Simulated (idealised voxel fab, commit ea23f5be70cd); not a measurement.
This is a process module. Its name is voxel gate over fins.
Cross-section cut: width 225 nm, square cells of 5 nm.
A cross-section is a grid of square cells, given in bands from the top down. A band is one or more rows of cells. Basically the band line says how high the top is and how high the bottom is, in nm, and then what's in it from left to right, every material with its width in nm. Empty space shows up as "empty", and if a single material carries "everywhere" it runs the full band edge to edge. Height is counted from the level 0, under which the received wafer is composed throughout of one material. The lowest of the bands is not closed at the bottom but continues downward, in the notation "from 0 down". Think of "30->40" as a width that walks from the first number to the second as you go down the band, top row to bottom row, taking equal-sized steps from row to row. The cross-section has no changed cell in any step marked "changes: none". If an empty space has no open way to the top and is at least 8 cells in size, "Closed void list" lists it, written width x height at distance, where distance is measured from the left edge and every value is in nm. Where a step's line continues beyond its settings, the continuation is a remark by the simulator itself on that step. The optional step-line setting "overlay nm" applies to steps with a mask and quantifies how far to the right of its planned location the mask lay, a negative value indicating leftward placement.
-- Process steps (planned)
1: RECEIVE, material Si
2: CONFORMAL_DEP, material SiN, thk nm 10
3: MASKED_ETCH, tone cover, mask id FINS, width nm 15, pitch nm 60, etch materials SiN, depth nm 10, overlay nm 0
4: MASKED_ETCH, tone cover, mask id FINS, width nm 15, pitch nm 60, etch materials Si, depth nm 40, overlay nm 0
5: OXIDIZE, depth nm 5
6: FILL_DEP, material SiO2, thk nm 10
7: CMP, height nm 10
8: MASKED_ETCH, tone open, mask id RAIL, width nm 15, etch materials SiO2, depth nm 45, overlay nm 0
9: CONFORMAL_DEP, material TiN, thk nm 5
10: FILL_DEP, material W, thk nm 10
11: CMP, height nm 10
12: SELECTIVE_ETCH, etch materials W Ru TiN, depth nm 30
13: FILL_DEP, material SiO2, thk nm 5
14: CMP, height nm 10
15: SELECTIVE_ETCH, etch materials SiO2, depth nm 20
16: STRIP, etch materials SiN
17: CONFORMAL_DEP, material HfO2, thk nm 5
18: CONFORMAL_DEP, material TiN, thk nm 5
19: FILL_DEP, material W, thk nm 15
20: CMP, height nm 20
21: CONFORMAL_DEP, material SiCN, thk nm 5
-- First of the two wafers, run per plan
-- Cross-section of the wafer as it came to us, i.e., already through step 1
* from 0 down  Si everywhere
* Closed void list: none
-- Cross-section: wafer state after step 2
* from 10 to 0  SiN everywhere
* Rest of section, below 0: as before.
-- Cross-section: wafer state after step 3
* from 10 to 0  empty 45 / SiN 15 / empty 45 / SiN 15 / empty 45 / SiN 15 / empty 45
* Rest of section, below 0: as before.
-- Cross-section: wafer state after step 4
* from 10 to 0  empty 45 / SiN 15 / empty 45 / SiN 15 / empty 45 / SiN 15 / empty 45
* from 0 to -40  empty 45 / Si 15 / empty 45 / Si 15 / empty 45 / Si 15 / empty 45
* Rest of section, below -40: as before.
-- Cross-section: wafer state after step 5
* from 10 to 0  empty 45 / SiN 15 / empty 45 / SiN 15 / empty 45 / SiN 15 / empty 45
* from 0 to -40  empty 45 / SiO2 5 / Si 5 / SiO2 5 / empty 45 / SiO2 5 / Si 5 / SiO2 5 / empty 45 / SiO2 5 / Si 5 / SiO2 5 / empty 45
* from -40 to -45  SiO2 50 / Si 5 / SiO2 55 / Si 5 / SiO2 55 / Si 5 / SiO2 50
* Rest of section, below -45: as before.
-- Cross-section: wafer state after step 6
* from 20 to 10  SiO2 everywhere
* from 10 to 0  SiO2 45 / SiN 15 / SiO2 45 / SiN 15 / SiO2 45 / SiN 15 / SiO2 45
* from 0 to -45  SiO2 50 / Si 5 / SiO2 55 / Si 5 / SiO2 55 / Si 5 / SiO2 50
* Rest of section, below -45: as before.
-- Cross-section: wafer state after step 7
* from 10 to 0  SiO2 45 / SiN 15 / SiO2 45 / SiN 15 / SiO2 45 / SiN 15 / SiO2 45
* Rest of section, below 0: as before.
-- Cross-section: wafer state after step 8
* from 10 to 0  SiO2 45 / SiN 15 / SiO2 15 / empty 15 / SiO2 15 / SiN 15 / SiO2 45 / SiN 15 / SiO2 45
* from 0 to -35  SiO2 50 / Si 5 / SiO2 20 / empty 15 / SiO2 20 / Si 5 / SiO2 55 / Si 5 / SiO2 50
* Rest of section, below -35: as before.
-- Cross-section: wafer state after step 9
* from 15 to 10  TiN 80 / empty 5 / TiN 140
* from 10 to 0  SiO2 45 / SiN 15 / SiO2 15 / TiN 5 / empty 5 / TiN 5 / SiO2 15 / SiN 15 / SiO2 45 / SiN 15 / SiO2 45
* from 0 to -30  SiO2 50 / Si 5 / SiO2 20 / TiN 5 / empty 5 / TiN 5 / SiO2 20 / Si 5 / SiO2 55 / Si 5 / SiO2 50
* from -30 to -35  SiO2 50 / Si 5 / SiO2 20 / TiN 15 / SiO2 20 / Si 5 / SiO2 55 / Si 5 / SiO2 50
* Rest of section, below -35: as before.
-- Cross-section: wafer state after step 10
* from 25 to 15  W everywhere
* from 15 to 10  TiN 80 / W 5 / TiN 140
* from 10 to 0  SiO2 45 / SiN 15 / SiO2 15 / TiN 5 / W 5 / TiN 5 / SiO2 15 / SiN 15 / SiO2 45 / SiN 15 / SiO2 45
* from 0 to -30  SiO2 50 / Si 5 / SiO2 20 / TiN 5 / W 5 / TiN 5 / SiO2 20 / Si 5 / SiO2 55 / Si 5 / SiO2 50
* Rest of section, below -30: as before.
-- Cross-section: wafer state after step 11
* from 10 to 0  SiO2 45 / SiN 15 / SiO2 15 / TiN 5 / W 5 / TiN 5 / SiO2 15 / SiN 15 / SiO2 45 / SiN 15 / SiO2 45
* Rest of section, below 0: as before.
-- Cross-section: wafer state after step 12
* from 10 to 0  SiO2 45 / SiN 15 / SiO2 15 / empty 15 / SiO2 15 / SiN 15 / SiO2 45 / SiN 15 / SiO2 45
* from 0 to -20  SiO2 50 / Si 5 / SiO2 20 / empty 15 / SiO2 20 / Si 5 / SiO2 55 / Si 5 / SiO2 50
* Rest of section, below -20: as before.
-- Cross-section: wafer state after step 13
* from 15 to 10  SiO2 everywhere
* from 10 to 0  SiO2 45 / SiN 15 / SiO2 45 / SiN 15 / SiO2 45 / SiN 15 / SiO2 45
* from 0 to -20  SiO2 50 / Si 5 / SiO2 55 / Si 5 / SiO2 55 / Si 5 / SiO2 50
* Rest of section, below -20: as before.
-- Cross-section: wafer state after step 14
* from 10 to 0  SiO2 45 / SiN 15 / SiO2 45 / SiN 15 / SiO2 45 / SiN 15 / SiO2 45
* Rest of section, below 0: as before.
-- Cross-section: wafer state after step 15
* from 10 to 0  empty 45 / SiN 15 / empty 45 / SiN 15 / empty 45 / SiN 15 / empty 45
* from 0 to -10  empty 50 / Si 5 / empty 55 / Si 5 / empty 55 / Si 5 / empty 50
* Rest of section, below -10: as before.
-- Cross-section: wafer state after step 16
* from 0 to -10  empty 50 / Si 5 / empty 55 / Si 5 / empty 55 / Si 5 / empty 50
* Rest of section, below -10: as before.
-- Cross-section: wafer state after step 17
* from 5 to 0  empty 45 / HfO2 15 / empty 45 / HfO2 15 / empty 45 / HfO2 15 / empty 45
* from 0 to -5  empty 45 / HfO2 5 / Si 5 / HfO2 5 / empty 45 / HfO2 5 / Si 5 / HfO2 5 / empty 45 / HfO2 5 / Si 5 / HfO2 5 / empty 45
* from -5 to -10  HfO2 50 / Si 5 / HfO2 55 / Si 5 / HfO2 55 / Si 5 / HfO2 50
* Rest of section, below -10: as before.
-- Cross-section: wafer state after step 18
* from 10 to 5  empty 40 / TiN 25 / empty 35 / TiN 25 / empty 35 / TiN 25 / empty 40
* from 5 to 0  empty 40 / TiN 5 / HfO2 15 / TiN 5 / empty 35 / TiN 5 / HfO2 15 / TiN 5 / empty 35 / TiN 5 / HfO2 15 / TiN 5 / empty 40
* from 0 to -5  TiN 45 / HfO2 5 / Si 5 / HfO2 5 / TiN 45 / HfO2 5 / Si 5 / HfO2 5 / TiN 45 / HfO2 5 / Si 5 / HfO2 5 / TiN 45
* Rest of section, below -5: as before.
-- Cross-section: wafer state after step 19
* from 25 to 10  W everywhere
* from 10 to 5  W 40 / TiN 25 / W 35 / TiN 25 / W 35 / TiN 25 / W 40
* from 5 to 0  W 40 / TiN 5 / HfO2 15 / TiN 5 / W 35 / TiN 5 / HfO2 15 / TiN 5 / W 35 / TiN 5 / HfO2 15 / TiN 5 / W 40
* Rest of section, below 0: as before.
-- Cross-section: wafer state after step 20
* from 20 to 10  W everywhere
* Rest of section, below 10: as before.
-- Cross-section: wafer state after step 21
* from 25 to 20  SiCN everywhere
* Rest of section, below 20: as before.
-- Second wafer. Start and plan as for the first. One mistake made in running. Agrees with the first up to and including step 19
-- Second wafer cross-section, taken as of the time the plan sets for step 20 to be done
* from 10 to 5  W 40 / TiN 25 / W 35 / TiN 25 / W 35 / TiN 25 / W 40
* Rest of section, below 5: as before.
-- Second wafer cross-section, taken as of the time the plan sets for step 21 to be done
* from 15 to 10  SiCN everywhere
* Rest of section, below 10: as before.
Where did the run depart from the plan? step 20 ran differently from the plan; actual operation with settings: CMP, height nm 10
End of process, cell counts, second wafer against first, materials with more or fewer: W: 90 fewer
